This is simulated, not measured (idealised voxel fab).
Process module heading - voxel capacitor over wiring
Displayed cross-section: cut, width of 210 nm, square cells sized 5 nm.
When this document writes out a cross-section, it uses a grid of square cells and lists it as bands, beginning at the top and moving down, with a band standing for one or more rows of cells. Top, bottom (nm), then materials left to right with widths (nm); lone material tagged "full width" fills the whole band edge to edge; "air" = empty space. Note: height 0 marks the level under which the wafer is uniformly one material as received. Lowest band unbounded below, written "0 -> down". The notation "30->40" denotes a width that varies across the rows of cells in the band, beginning at the first number in the top row, finishing at the second number in the bottom row, and changing by an identical amount from each row to the next. "nothing altered" -> step changed no cross-section cell. Look at "Sealed void inventory" for the closed voids: empty spaces with no open path to the top, sized 8 cells or up. Each is width x height at distance, distance from the left edge, all nm. Read whatever lies past the settings on a step's line as the simulator's own remark about the step. overlay nm: mask right of planned place by this much (step with mask). Neg. = left.
## Below is the list of planned process steps
1,RECEIVE, material Si
2,CONFORMAL_DEP, material SiO2, thk nm 10
3,CONFORMAL_DEP, material SiCN, thk nm 5
4,DIRECTIONAL_DEP, material SiO2, thk nm 25
5,PATTERN, tone open, mask id METAL_1, material resist, width nm 25, pitch nm 80, thk nm 20, overlay nm 0
6,DIRECTIONAL_ETCH, etch materials SiO2, depth nm 25
7,DIRECTIONAL_ETCH, etch materials SiCN, depth nm 5
8,STRIP, etch materials resist
9,CONFORMAL_DEP, material TiN, thk nm 5
10,FILL_DEP, material Ru, thk nm 10
11,CMP, height nm 40
12,CONFORMAL_DEP, material SiCN, thk nm 5
13,DIRECTIONAL_DEP, material lowk, thk nm 15
14,PATTERN, tone open, mask id PLUG_1, material resist, width nm 15, thk nm 15, overlay nm 0
15,DIRECTIONAL_ETCH, etch materials lowk, depth nm 15
16,DIRECTIONAL_ETCH, etch materials SiCN, depth nm 5
17,STRIP, etch materials resist
18,EPI, material Ru, thk nm 10
19,EPI, material Ru, thk nm 10
20,DIRECTIONAL_DEP, material TiN, thk nm 10
21,DIRECTIONAL_DEP, material Al2O3, thk nm 5
22,DIRECTIONAL_DEP, material TiN, thk nm 10
23,DIRECTIONAL_DEP, material aC, thk nm 10
24,PATTERN, tone cover, mask id UPPER_PLATE, material resist, width nm 60, thk nm 25, overlay nm 0
25,DIRECTIONAL_ETCH, etch materials aC, depth nm 10
26,STRIP, etch materials resist
27,DIRECTIONAL_ETCH, etch materials TiN, depth nm 10
28,DIRECTIONAL_ETCH, etch materials Al2O3, depth nm 5
29,STRIP, etch materials aC
30,DIRECTIONAL_DEP, material aC, thk nm 15
31,PATTERN, tone cover, mask id LOWER_PLATE, material resist, width nm 70, thk nm 30, overlay nm 0
32,DIRECTIONAL_ETCH, etch materials aC, depth nm 15
33,STRIP, etch materials resist
34,DIRECTIONAL_ETCH, etch materials TiN, depth nm 10
35,STRIP, etch materials aC
36,FILL_DEP, material SiO2, thk nm 15
37,CMP, height nm 95
38,DIRECTIONAL_DEP, material aC, thk nm 10
39,PATTERN, tone open, mask id PLUG_2, material resist, width nm 15, thk nm 25, overlay nm 0
40,DIRECTIONAL_ETCH, etch materials aC, depth nm 10
41,STRIP, etch materials resist
42,DIRECTIONAL_ETCH, etch materials SiO2, depth nm 10
43,STRIP, etch materials aC
44,CONFORMAL_DEP, material TiN, thk nm 5
45,FILL_DEP, material Cu, thk nm 5
46,CMP, height nm 95
47,CONFORMAL_DEP, material SiN, thk nm 5
## first wafer, as planned
## Delivered wafer in cross-section: state after step 1
* 0 -> down | Si full width
* Sealed void inventory: none
## The wafer, seen in cross-section, after step 2
* 10 -> 0 | SiO2 full width
* Lower than 0, everything is as it was.
## The wafer, seen in cross-section, after step 3
* 15 -> 10 | SiCN full width
* Lower than 10, everything is as it was.
## The wafer, seen in cross-section, after step 4
* 40 -> 15 | SiO2 full width
* Lower than 15, everything is as it was.
## The wafer, seen in cross-section, after step 5
* 60 -> 40 | 50 of resist; 25 of air; 55 of resist; 25 of air; 55 of resist
* Lower than 40, everything is as it was.
## The wafer, seen in cross-section, after step 6
* 60 -> 40 | 50 of resist; 25 of air; 55 of resist; 25 of air; 55 of resist
* 40 -> 15 | 50 of SiO2; 25 of air; 55 of SiO2; 25 of air; 55 of SiO2
* Lower than 15, everything is as it was.
## The wafer, seen in cross-section, after step 7
* 60 -> 40 | 50 of resist; 25 of air; 55 of resist; 25 of air; 55 of resist
* 40 -> 15 | 50 of SiO2; 25 of air; 55 of SiO2; 25 of air; 55 of SiO2
* 15 -> 10 | 50 of SiCN; 25 of air; 55 of SiCN; 25 of air; 55 of SiCN
* Lower than 10, everything is as it was.
## The wafer, seen in cross-section, after step 8
* 40 -> 15 | 50 of SiO2; 25 of air; 55 of SiO2; 25 of air; 55 of SiO2
* Lower than 15, everything is as it was.
## The wafer, seen in cross-section, after step 9
* 45 -> 40 | 55 of TiN; 15 of air; 65 of TiN; 15 of air; 60 of TiN
* 40 -> 15 | 50 of SiO2; 5 of TiN; 15 of air; 5 of TiN; 55 of SiO2; 5 of TiN; 15 of air; 5 of TiN; 55 of SiO2
* 15 -> 10 | 50 of SiCN; 25 of TiN; 55 of SiCN; 25 of TiN; 55 of SiCN
* Lower than 10, everything is as it was.
## The wafer, seen in cross-section, after step 10
* 55 -> 45 | Ru full width
* 45 -> 40 | 55 of TiN; 15 of Ru; 65 of TiN; 15 of Ru; 60 of TiN
* 40 -> 15 | 50 of SiO2; 5 of TiN; 15 of Ru; 5 of TiN; 55 of SiO2; 5 of TiN; 15 of Ru; 5 of TiN; 55 of SiO2
* Lower than 15, everything is as it was.
## The wafer, seen in cross-section, after step 11
* 40 -> 15 | 50 of SiO2; 5 of TiN; 15 of Ru; 5 of TiN; 55 of SiO2; 5 of TiN; 15 of Ru; 5 of TiN; 55 of SiO2
* Lower than 15, everything is as it was.
## The wafer, seen in cross-section, after step 12
* 45 -> 40 | SiCN full width
* Lower than 40, everything is as it was.
## The wafer, seen in cross-section, after step 13
* 60 -> 45 | lowk full width
* Lower than 45, everything is as it was.
## The wafer, seen in cross-section, after step 14
* 75 -> 60 | 60 of resist; 15 of air; 135 of resist
* Lower than 60, everything is as it was.
## The wafer, seen in cross-section, after step 15
* 75 -> 60 | 60 of resist; 15 of air; 135 of resist
* 60 -> 45 | 60 of lowk; 15 of air; 135 of lowk
* Lower than 45, everything is as it was.
## The wafer, seen in cross-section, after step 16
* 75 -> 60 | 60 of resist; 15 of air; 135 of resist
* 60 -> 45 | 60 of lowk; 15 of air; 135 of lowk
* 45 -> 40 | 60 of SiCN; 15 of air; 135 of SiCN
* Lower than 40, everything is as it was.
## The wafer, seen in cross-section, after step 17
* 60 -> 45 | 60 of lowk; 15 of air; 135 of lowk
* Lower than 45, everything is as it was.
## The wafer, seen in cross-section, after step 18
* 60 -> 50 | 60 of lowk; 15 of air; 135 of lowk
* 50 -> 45 | 60 of lowk; 15 of Ru; 135 of lowk
* 45 -> 40 | 60 of SiCN; 15 of Ru; 135 of SiCN
* Lower than 40, everything is as it was.
## The wafer, seen in cross-section, after step 19
* 60 -> 45 | 60 of lowk; 15 of Ru; 135 of lowk
* Lower than 45, everything is as it was.
## The wafer, seen in cross-section, after step 20
* 70 -> 60 | TiN full width
* Lower than 60, everything is as it was.
## The wafer, seen in cross-section, after step 21
* 75 -> 70 | Al2O3 full width
* Lower than 70, everything is as it was.
## The wafer, seen in cross-section, after step 22
* 85 -> 75 | TiN full width
* Lower than 75, everything is as it was.
## The wafer, seen in cross-section, after step 23
* 95 -> 85 | aC full width
* Lower than 85, everything is as it was.
## The wafer, seen in cross-section, after step 24
* 120 -> 95 | 60 of air; 60 of resist; 90 of air
* Lower than 95, everything is as it was.
## The wafer, seen in cross-section, after step 25
* 110 -> 95 | 60 of air; 60 of resist; 90 of air
* 95 -> 85 | 60 of air; 60 of aC; 90 of air
* Lower than 85, everything is as it was.
## The wafer, seen in cross-section, after step 26
* 95 -> 85 | 60 of air; 60 of aC; 90 of air
* Lower than 85, everything is as it was.
## The wafer, seen in cross-section, after step 27
* 95 -> 85 | 60 of air; 60 of aC; 90 of air
* 85 -> 75 | 60 of air; 60 of TiN; 90 of air
* Lower than 75, everything is as it was.
## The wafer, seen in cross-section, after step 28
* 95 -> 85 | 60 of air; 60 of aC; 90 of air
* 85 -> 75 | 60 of air; 60 of TiN; 90 of air
* 75 -> 70 | 60 of air; 60 of Al2O3; 90 of air
* Lower than 70, everything is as it was.
## The wafer, seen in cross-section, after step 29
* 85 -> 75 | 60 of air; 60 of TiN; 90 of air
* Lower than 75, everything is as it was.
## The wafer, seen in cross-section, after step 30
* 100 -> 85 | 60 of air; 60 of aC; 90 of air
* 85 -> 75 | 60 of aC; 60 of TiN; 90 of aC
* 75 -> 70 | 60 of aC; 60 of Al2O3; 90 of aC
* Lower than 70, everything is as it was.
## The wafer, seen in cross-section, after step 31
* 130 -> 100 | 55 of air; 70 of resist; 85 of air
* 100 -> 85 | 55 of air; 5 of resist; 60 of aC; 5 of resist; 85 of air
* Lower than 85, everything is as it was.
## The wafer, seen in cross-section, after step 32
* 115 -> 100 | 55 of air; 70 of resist; 85 of air
* 100 -> 85 | 55 of air; 5 of resist; 60 of aC; 5 of resist; 85 of air
* 85 -> 75 | 55 of air; 5 of aC; 60 of TiN; 5 of aC; 85 of air
* 75 -> 70 | 55 of air; 5 of aC; 60 of Al2O3; 5 of aC; 85 of air
* Lower than 70, everything is as it was.
## The wafer, seen in cross-section, after step 33
* 100 -> 85 | 60 of air; 60 of aC; 90 of air
* Lower than 85, everything is as it was.
## The wafer, seen in cross-section, after step 34
* 100 -> 85 | 60 of air; 60 of aC; 90 of air
* 85 -> 75 | 55 of air; 5 of aC; 60 of TiN; 5 of aC; 85 of air
* 75 -> 70 | 55 of air; 5 of aC; 60 of Al2O3; 5 of aC; 85 of air
* 70 -> 60 | 55 of air; 70 of TiN; 85 of air
* Lower than 60, everything is as it was.
## The wafer, seen in cross-section, after step 35
* 85 -> 75 | 60 of air; 60 of TiN; 90 of air
* 75 -> 70 | 60 of air; 60 of Al2O3; 90 of air
* Lower than 70, everything is as it was.
## The wafer, seen in cross-section, after step 36
* 100 -> 85 | SiO2 full width
* 85 -> 75 | 60 of SiO2; 60 of TiN; 90 of SiO2
* 75 -> 70 | 60 of SiO2; 60 of Al2O3; 90 of SiO2
* 70 -> 60 | 55 of SiO2; 70 of TiN; 85 of SiO2
* Lower than 60, everything is as it was.
## The wafer, seen in cross-section, after step 37
* 95 -> 85 | SiO2 full width
* Lower than 85, everything is as it was.
## The wafer, seen in cross-section, after step 38
* 105 -> 95 | aC full width
* Lower than 95, everything is as it was.
## The wafer, seen in cross-section, after step 39
* 130 -> 105 | 70 of resist; 15 of air; 125 of resist
* Lower than 105, everything is as it was.
## The wafer, seen in cross-section, after step 40
* 120 -> 105 | 70 of resist; 15 of air; 125 of resist
* 105 -> 95 | 70 of aC; 15 of air; 125 of aC
* Lower than 95, everything is as it was.
## The wafer, seen in cross-section, after step 41
* 105 -> 95 | 70 of aC; 15 of air; 125 of aC
* Lower than 95, everything is as it was.
## The wafer, seen in cross-section, after step 42
* 105 -> 95 | 70 of aC; 15 of air; 125 of aC
* 95 -> 85 | 70 of SiO2; 15 of air; 125 of SiO2
* Lower than 85, everything is as it was.
## The wafer, seen in cross-section, after step 43
* 95 -> 85 | 70 of SiO2; 15 of air; 125 of SiO2
* Lower than 85, everything is as it was.
## The wafer, seen in cross-section, after step 44
* 100 -> 95 | 75 of TiN; 5 of air; 130 of TiN
* 95 -> 90 | 70 of SiO2; 5 of TiN; 5 of air; 5 of TiN; 125 of SiO2
* 90 -> 85 | 70 of SiO2; 15 of TiN; 125 of SiO2
* Lower than 85, everything is as it was.
## The wafer, seen in cross-section, after step 45
* 105 -> 100 | Cu full width
* 100 -> 95 | 75 of TiN; 5 of Cu; 130 of TiN
* 95 -> 90 | 70 of SiO2; 5 of TiN; 5 of Cu; 5 of TiN; 125 of SiO2
* Lower than 90, everything is as it was.
## The wafer, seen in cross-section, after step 46
* 95 -> 90 | 70 of SiO2; 5 of TiN; 5 of Cu; 5 of TiN; 125 of SiO2
* Lower than 90, everything is as it was.
## The wafer, seen in cross-section, after step 47
* 100 -> 95 | SiN full width
* Lower than 95, everything is as it was.
## Wafer two. Same start, same plan, one slip in execution. Same as wafer one through step 19, inclusive
## What the second wafer looks like in cross-section when step 20 should have wrapped up
* 65 -> 60 | Al2O3 full width
* Lower than 60, everything is as it was.
## What the second wafer looks like in cross-section when step 21 should have wrapped up
* 75 -> 65 | TiN full width
* Lower than 65, everything is as it was.
## What the second wafer looks like in cross-section when step 22 should have wrapped up
* 85 -> 65 | TiN full width
* Lower than 65, everything is as it was.
## What the second wafer looks like in cross-section when step 23 should have wrapped up
* 95 -> 85 | aC full width
* Lower than 85, everything is as it was.
## What the second wafer looks like in cross-section when step 24 should have wrapped up
* 120 -> 95 | 60 of air; 60 of resist; 90 of air
* Lower than 95, everything is as it was.
## What the second wafer looks like in cross-section when step 25 should have wrapped up
* 110 -> 95 | 60 of air; 60 of resist; 90 of air
* 95 -> 85 | 60 of air; 60 of aC; 90 of air
* Lower than 85, everything is as it was.
## What the second wafer looks like in cross-section when step 26 should have wrapped up
* 95 -> 85 | 60 of air; 60 of aC; 90 of air
* Lower than 85, everything is as it was.
## What the second wafer looks like in cross-section when step 27 should have wrapped up
* 95 -> 85 | 60 of air; 60 of aC; 90 of air
* 85 -> 75 | 60 of air; 60 of TiN; 90 of air
* Lower than 75, everything is as it was.
What the second wafer looks like in cross-section when step 28 should have wrapped up: nothing altered
## What the second wafer looks like in cross-section when step 29 should have wrapped up
* 85 -> 75 | 60 of air; 60 of TiN; 90 of air
* Lower than 75, everything is as it was.
## What the second wafer looks like in cross-section when step 30 should have wrapped up
* 100 -> 90 | 60 of air; 60 of aC; 90 of air
* 90 -> 85 | aC full width
* 85 -> 75 | 60 of aC; 60 of TiN; 90 of aC
* Lower than 75, everything is as it was.
## What the second wafer looks like in cross-section when step 31 should have wrapped up
* 130 -> 100 | 55 of air; 70 of resist; 85 of air
* 100 -> 90 | 55 of air; 5 of resist; 60 of aC; 5 of resist; 85 of air
* Lower than 90, everything is as it was.
## What the second wafer looks like in cross-section when step 32 should have wrapped up
* 115 -> 100 | 55 of air; 70 of resist; 85 of air
* 100 -> 90 | 55 of air; 5 of resist; 60 of aC; 5 of resist; 85 of air
* 90 -> 85 | 55 of air; 70 of aC; 85 of air
* 85 -> 75 | 55 of air; 5 of aC; 60 of TiN; 5 of aC; 85 of air
* Lower than 75, everything is as it was.
## What the second wafer looks like in cross-section when step 33 should have wrapped up
* 100 -> 90 | 60 of air; 60 of aC; 90 of air
* Lower than 90, everything is as it was.
## What the second wafer looks like in cross-section when step 34 should have wrapped up
* 100 -> 90 | 60 of air; 60 of aC; 90 of air
* 90 -> 85 | 55 of air; 70 of aC; 85 of air
* 85 -> 75 | 55 of air; 5 of aC; 60 of TiN; 5 of aC; 85 of air
* 75 -> 65 | 55 of air; 70 of TiN; 85 of air
* Lower than 65, everything is as it was.
## What the second wafer looks like in cross-section when step 35 should have wrapped up
* 85 -> 75 | 60 of air; 60 of TiN; 90 of air
* Lower than 75, everything is as it was.
## What the second wafer looks like in cross-section when step 36 should have wrapped up
* 100 -> 85 | SiO2 full width
* 85 -> 75 | 60 of SiO2; 60 of TiN; 90 of SiO2
* 75 -> 65 | 55 of SiO2; 70 of TiN; 85 of SiO2
* Lower than 65, everything is as it was.
## What the second wafer looks like in cross-section when step 37 should have wrapped up
* 95 -> 85 | SiO2 full width
* Lower than 85, everything is as it was.
## What the second wafer looks like in cross-section when step 38 should have wrapped up
* 105 -> 95 | aC full width
* Lower than 95, everything is as it was.
## What the second wafer looks like in cross-section when step 39 should have wrapped up
* 130 -> 105 | 70 of resist; 15 of air; 125 of resist
* Lower than 105, everything is as it was.
## What the second wafer looks like in cross-section when step 40 should have wrapped up
* 120 -> 105 | 70 of resist; 15 of air; 125 of resist
* 105 -> 95 | 70 of aC; 15 of air; 125 of aC
* Lower than 95, everything is as it was.
## What the second wafer looks like in cross-section when step 41 should have wrapped up
* 105 -> 95 | 70 of aC; 15 of air; 125 of aC
* Lower than 95, everything is as it was.
## What the second wafer looks like in cross-section when step 42 should have wrapped up
* 105 -> 95 | 70 of aC; 15 of air; 125 of aC
* 95 -> 85 | 70 of SiO2; 15 of air; 125 of SiO2
* Lower than 85, everything is as it was.
## What the second wafer looks like in cross-section when step 43 should have wrapped up
* 95 -> 85 | 70 of SiO2; 15 of air; 125 of SiO2
* Lower than 85, everything is as it was.
## What the second wafer looks like in cross-section when step 44 should have wrapped up
* 100 -> 95 | 75 of TiN; 5 of air; 130 of TiN
* 95 -> 90 | 70 of SiO2; 5 of TiN; 5 of air; 5 of TiN; 125 of SiO2
* 90 -> 85 | 70 of SiO2; 15 of TiN; 125 of SiO2
* Lower than 85, everything is as it was.
## What the second wafer looks like in cross-section when step 45 should have wrapped up
* 105 -> 100 | Cu full width
* 100 -> 95 | 75 of TiN; 5 of Cu; 130 of TiN
* 95 -> 90 | 70 of SiO2; 5 of TiN; 5 of Cu; 5 of TiN; 125 of SiO2
* Lower than 90, everything is as it was.
## What the second wafer looks like in cross-section when step 46 should have wrapped up
* 95 -> 90 | 70 of SiO2; 5 of TiN; 5 of Cu; 5 of TiN; 125 of SiO2
* Lower than 90, everything is as it was.
## What the second wafer looks like in cross-section when step 47 should have wrapped up
* 100 -> 95 | SiN full width
* Lower than 95, everything is as it was.
Diagnosis: step 21 occupied the plan position of step 20, and the converse holds as well
Materials where the second wafer ends with more or fewer cells than the first: Al2O3 +30; SiO2 -30
